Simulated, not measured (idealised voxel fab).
Documented hereafter: the process module known as voxel self aligned contacts.
This is section cut - it's 275 nm across, gridded in 5 nm square cells.
For the purposes of this document, a cross-section shall be understood as a grid of square cells, specified as bands listed in top-to-bottom order, each band consisting of one or more rows of cells. Heads up on the band format: heights come first, top then bottom, in nm. After that it's the materials left to right, each with its width in nm. A single material flagged "everywhere" fills the whole band edge to edge, and "empty" means there's empty space there. Heights are reckoned from 0. Under this level, the received wafer is all of one material. The bottommost band is open-ended downward, for example "0 -> down". Read "30 to 40" as a graded width: first number on top, second number at the bottom, same change between each pair of neighbouring rows. "all unchanged", as given for a step, is the statement that not any cell of the cross-section underwent a change during that step. "Entrapped void list": empty spaces of 8 cells or more with no open way to the top, each given as width x height at distance, distance from the left edge, all in nm. Anything after a step's settings on that line? It's the simulator's own note about the step. The line of a step may include "overlay nm". On a step with a mask, this value is how far to the right of its planned place the mask lay. A negative value means the mask lay to the left.
The following list gives the planned process steps
step 1: RECEIVE [material Si]
step 2: OXIDIZE [depth nm 5]
step 3: DIRECTIONAL_DEP [material polySi] [thk nm 30]
step 4: DIRECTIONAL_DEP [material SiN] [thk nm 20]
step 5: PATTERN [tone cover] [mask id GATE] [material resist] [width nm 35] [pitch nm 65] [thk nm 20] [overlay nm 0]
step 6: DIRECTIONAL_ETCH [etch materials SiN] [depth nm 20]
step 7: DIRECTIONAL_ETCH [etch materials polySi] [depth nm 30]
step 8: STRIP [etch materials resist]
step 9: CONFORMAL_DEP [material SiN] [thk nm 5]
step 10: DIRECTIONAL_ETCH [etch materials SiN] [depth nm 5]
step 11: FILL_DEP [material SiO2] [thk nm 10]
step 12: CMP [height nm 55]
step 13: PATTERN [tone open] [mask id CONTACT] [material resist] [width nm 40] [pitch nm 65] [thk nm 15] [overlay nm 0]
step 14: DIRECTIONAL_ETCH [etch materials SiO2] [depth nm 60]
step 15: STRIP [etch materials resist]
step 16: CONFORMAL_DEP [material TiN] [thk nm 5]
step 17: FILL_DEP [material W] [thk nm 5]
step 18: CMP [height nm 55]
step 19: CONFORMAL_DEP [material SiCN] [thk nm 5]
Step 1 complete: cross-section of the wafer as received
  0 -> down | Si everywhere
  Entrapped void list: none
First wafer of two, sectioned at end of module; run went per plan
  60 -> 55 | SiCN everywhere
  55 -> 50 | SiO2 85 nm / TiN 15 nm / W 10 nm / TiN 15 nm / SiO2 25 nm / TiN 15 nm / W 10 nm / TiN 15 nm / SiO2 85 nm
  50 -> 30 | SiO2 50 nm / SiN 45 nm / TiN 5 nm / W 10 nm / TiN 5 nm / SiN 45 nm / TiN 5 nm / W 10 nm / TiN 5 nm / SiN 45 nm / SiO2 50 nm
  30 -> 0 | SiO2 50 nm / SiN 5 nm / polySi 35 nm / SiN 5 nm / TiN 5 nm / W 10 nm / TiN 5 nm / SiN 5 nm / polySi 35 nm / SiN 5 nm / TiN 5 nm / W 10 nm / TiN 5 nm / SiN 5 nm / polySi 35 nm / SiN 5 nm / SiO2 50 nm
  0 -> -5 | SiO2 95 nm / TiN 20 nm / SiO2 45 nm / TiN 20 nm / SiO2 95 nm
  -5 -> down | Si everywhere
  Entrapped void list: none
Cross-sectional view of the second of two wafers upon completion of the module. This wafer shared its starting condition and process plan with the first; one error was made during its execution
  60 -> 55 | SiCN everywhere
  55 -> 50 | SiO2 50 nm / SiN 45 nm / TiN 20 nm / SiN 45 nm / TiN 20 nm / SiN 45 nm / SiO2 50 nm
  50 -> 30 | SiN everywhere
  30 -> 0 | polySi everywhere
  0 -> -5 | SiO2 everywhere
  -5 -> down | Si everywhere
  Entrapped void list: none
What went wrong in running the wafer? plan step 4 was twice executed
At the finish, the second wafer shows more or fewer cells for some materials than the first does: SiN: 103 more | SiO2: 211 fewer | TiN: 52 fewer | W: 44 fewer | polySi: 204 more
